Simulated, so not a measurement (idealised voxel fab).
The process module that follows is named voxel wiring stack.
This is section cut - it's 250 nm across, gridded in 5 nm square cells.
Notation: cross-section as square-cell grid; stated in bands, top first, going down; one or more cell rows per band. Quick guide to a band line: top height, bottom height (nm) up front; then every material left to right with its width in nm. Only one material and it's marked "full width"? Then it fills the band edge to edge. And "blank" just means empty space. Below 0: as-received wafer, all one material; heights counted from there. Lowest band: no bottom, goes on down, written "0..down". A width given as "30->40" starts at the first number in the band's top row and ends at the second number in its bottom row, shifting by an equal amount at every step from row to row. The cross-section has no changed cell in any step marked "nothing got changed". For the entry "Sealed voids", the listed items are empty spaces with no open way to the top whose size is 8 cells or more; each item follows the pattern width x height at distance, where distance is from the left edge and all three are in nm. Where a step's line continues beyond its settings, the continuation is a remark by the simulator itself on that step. overlay nm, on a step with a mask: how far to the right of its planned place the mask lay; to the left if negative.

## Here's what the planned process steps look like
| 1 | RECEIVE with material Si |
| 2 | CONFORMAL_DEP with material SiO2, thk nm 10 |
| 3 | CONFORMAL_DEP with material SiCN, thk nm 5 |
| 4 | DIRECTIONAL_DEP with material lowk, thk nm 15 |
| 5 | DIRECTIONAL_DEP with material aC, thk nm 15 |
| 6 | PATTERN with tone open, mask id METAL_1, material resist, width nm 20, pitch nm 40, thk nm 35, overlay nm 0 |
| 7 | DIRECTIONAL_ETCH with etch materials aC, depth nm 15 |
| 8 | STRIP with etch materials resist |
| 9 | DIRECTIONAL_ETCH with etch materials lowk, depth nm 15 |
| 10 | DIRECTIONAL_ETCH with etch materials SiCN, depth nm 5 |
| 11 | STRIP with etch materials aC |
| 12 | CONFORMAL_DEP with material TiN, thk nm 5 |
| 13 | FILL_DEP with material W, thk nm 5 |
| 14 | CMP with height nm 30 |
| 15 | CONFORMAL_DEP with material SiCN, thk nm 5 |
| 16 | DIRECTIONAL_DEP with material SiO2, thk nm 10 |
| 17 | DIRECTIONAL_DEP with material aC, thk nm 10 |
| 18 | PATTERN with tone open, mask id PLUG_1, material resist, width nm 15, pitch nm 40, thk nm 30, overlay nm 0 |
| 19 | DIRECTIONAL_ETCH with etch materials aC, depth nm 10 |
| 20 | STRIP with etch materials resist |
| 21 | DIRECTIONAL_ETCH with etch materials SiO2, depth nm 10 |
| 22 | DIRECTIONAL_ETCH with etch materials SiCN, depth nm 5 |
| 23 | STRIP with etch materials aC |
| 24 | CONFORMAL_DEP with material TiN, thk nm 5 |
| 25 | FILL_DEP with material Cu, thk nm 10 |
| 26 | CMP with height nm 45 |
| 27 | CONFORMAL_DEP with material SiCN, thk nm 5 |
| 28 | DIRECTIONAL_DEP with material SiO2, thk nm 15 |
| 29 | DIRECTIONAL_DEP with material aC, thk nm 15 |
| 30 | PATTERN with tone open, mask id METAL_2, material resist, width nm 20, pitch nm 40, thk nm 35, overlay nm 0 |
| 31 | DIRECTIONAL_ETCH with etch materials aC, depth nm 15 |
| 32 | STRIP with etch materials resist |
| 33 | DIRECTIONAL_ETCH with etch materials SiO2, depth nm 15 |
| 34 | DIRECTIONAL_ETCH with etch materials SiCN, depth nm 5 |
| 35 | STRIP with etch materials aC |
| 36 | CONFORMAL_DEP with material TiN, thk nm 5 |
| 37 | FILL_DEP with material Ru, thk nm 5 |
| 38 | CMP with height nm 65 |
| 39 | CONFORMAL_DEP with material SiCN, thk nm 5 |
| 40 | DIRECTIONAL_DEP with material lowk, thk nm 35 |
| 41 | DIRECTIONAL_DEP with material aC, thk nm 10 |
| 42 | PATTERN with tone open, mask id METAL_3_HOLES, material resist, width nm 15, pitch nm 40, thk nm 25, overlay nm 0 |
| 43 | DIRECTIONAL_ETCH with etch materials aC, depth nm 10 |
| 44 | STRIP with etch materials resist |
| 45 | DIRECTIONAL_ETCH with etch materials lowk, depth nm 35 |
| 46 | STRIP with etch materials aC |
| 47 | PATTERN with tone open, mask id METAL_3, material resist, width nm 20, pitch nm 40, thk nm 20, overlay nm 0 |
| 48 | DIRECTIONAL_ETCH with etch materials lowk, depth nm 20 |
| 49 | DIRECTIONAL_ETCH with etch materials SiCN, depth nm 5 |
| 50 | STRIP with etch materials resist |
| 51 | CONFORMAL_DEP with material TiN, thk nm 5 |
| 52 | FILL_DEP with material Cu, thk nm 5 |
| 53 | CMP with height nm 105 |
| 54 | CONFORMAL_DEP with material SiN, thk nm 5 |

## As-received state of the wafer in cross-section, equivalent to post-step 1
    0..down: Si full width
    Sealed voids: none

## First of two wafers: cross-section at end of module, run per plan
    110..105: SiN full width
    105..90: 75 of lowk / 5 of TiN / 10 of Cu / 5 of TiN / 20 of lowk / 5 of TiN / 10 of Cu / 5 of TiN / 20 of lowk / 5 of TiN / 10 of Cu / 5 of TiN / 75 of lowk
    90..85: 75 of lowk / 5 of TiN / 5 of Cu / 10 of TiN / 20 of lowk / 5 of TiN / 5 of Cu / 10 of TiN / 20 of lowk / 5 of TiN / 5 of Cu / 10 of TiN / 75 of lowk
    85..70: 75 of lowk / 5 of TiN / 5 of Cu / 5 of TiN / 25 of lowk / 5 of TiN / 5 of Cu / 5 of TiN / 25 of lowk / 5 of TiN / 5 of Cu / 5 of TiN / 80 of lowk
    70..65: 75 of SiCN / 15 of TiN / 25 of SiCN / 15 of TiN / 25 of SiCN / 15 of TiN / 80 of SiCN
    65..50: 75 of SiO2 / 5 of TiN / 10 of Ru / 5 of TiN / 20 of SiO2 / 5 of TiN / 10 of Ru / 5 of TiN / 20 of SiO2 / 5 of TiN / 10 of Ru / 5 of TiN / 75 of SiO2
    50..45: 75 of SiCN / 20 of TiN / 20 of SiCN / 20 of TiN / 20 of SiCN / 20 of TiN / 75 of SiCN
    45..35: 75 of SiO2 / 5 of TiN / 5 of Cu / 5 of TiN / 25 of SiO2 / 5 of TiN / 5 of Cu / 5 of TiN / 25 of SiO2 / 5 of TiN / 5 of Cu / 5 of TiN / 80 of SiO2
    35..30: 75 of SiCN / 15 of TiN / 25 of SiCN / 15 of TiN / 25 of SiCN / 15 of TiN / 80 of SiCN
    30..15: 75 of lowk / 5 of TiN / 10 of W / 5 of TiN / 20 of lowk / 5 of TiN / 10 of W / 5 of TiN / 20 of lowk / 5 of TiN / 10 of W / 5 of TiN / 75 of lowk
    15..10: 75 of SiCN / 20 of TiN / 20 of SiCN / 20 of TiN / 20 of SiCN / 20 of TiN / 75 of SiCN
    10..0: SiO2 full width
    0..down: Si full width
    Sealed voids: none

## second wafer at the end: like start, like plan, one mistake
    110..105: SiN full width
    105..90: 75 of lowk / 5 of TiN / 10 of Cu / 5 of TiN / 20 of lowk / 5 of TiN / 10 of Cu / 5 of TiN / 20 of lowk / 5 of TiN / 10 of Cu / 5 of TiN / 75 of lowk
    90..85: 75 of lowk / 5 of TiN / 5 of Cu / 10 of TiN / 20 of lowk / 5 of TiN / 5 of Cu / 10 of TiN / 20 of lowk / 5 of TiN / 5 of Cu / 10 of TiN / 75 of lowk
    85..70: 75 of lowk / 5 of TiN / 5 of Cu / 5 of TiN / 25 of lowk / 5 of TiN / 5 of Cu / 5 of TiN / 25 of lowk / 5 of TiN / 5 of Cu / 5 of TiN / 80 of lowk
    70..65: 75 of SiCN / 15 of TiN / 25 of SiCN / 15 of TiN / 25 of SiCN / 15 of TiN / 80 of SiCN
    65..50: Ru full width
    50..45: SiCN full width
    45..35: 75 of SiO2 / 5 of TiN / 5 of Cu / 5 of TiN / 25 of SiO2 / 5 of TiN / 5 of Cu / 5 of TiN / 25 of SiO2 / 5 of TiN / 5 of Cu / 5 of TiN / 80 of SiO2
    35..30: 75 of SiCN / 15 of TiN / 25 of SiCN / 15 of TiN / 25 of SiCN / 15 of TiN / 80 of SiCN
    30..15: 75 of lowk / 5 of TiN / 10 of W / 5 of TiN / 20 of lowk / 5 of TiN / 10 of W / 5 of TiN / 20 of lowk / 5 of TiN / 10 of W / 5 of TiN / 75 of lowk
    15..10: 75 of SiCN / 20 of TiN / 20 of SiCN / 20 of TiN / 20 of SiCN / 20 of TiN / 75 of SiCN
    10..0: SiO2 full width
    0..down: Si full width
    Sealed voids: none
Run error: for step 28, the planned setting was not used; the step was instead run as DIRECTIONAL_DEP with material Ru, thk nm 15
Heads up, by the end the second wafer has more or fewer cells of some materials compared to the first: Ru: 132 more, SiCN: 12 more, SiO2: 114 fewer, TiN: 30 fewer
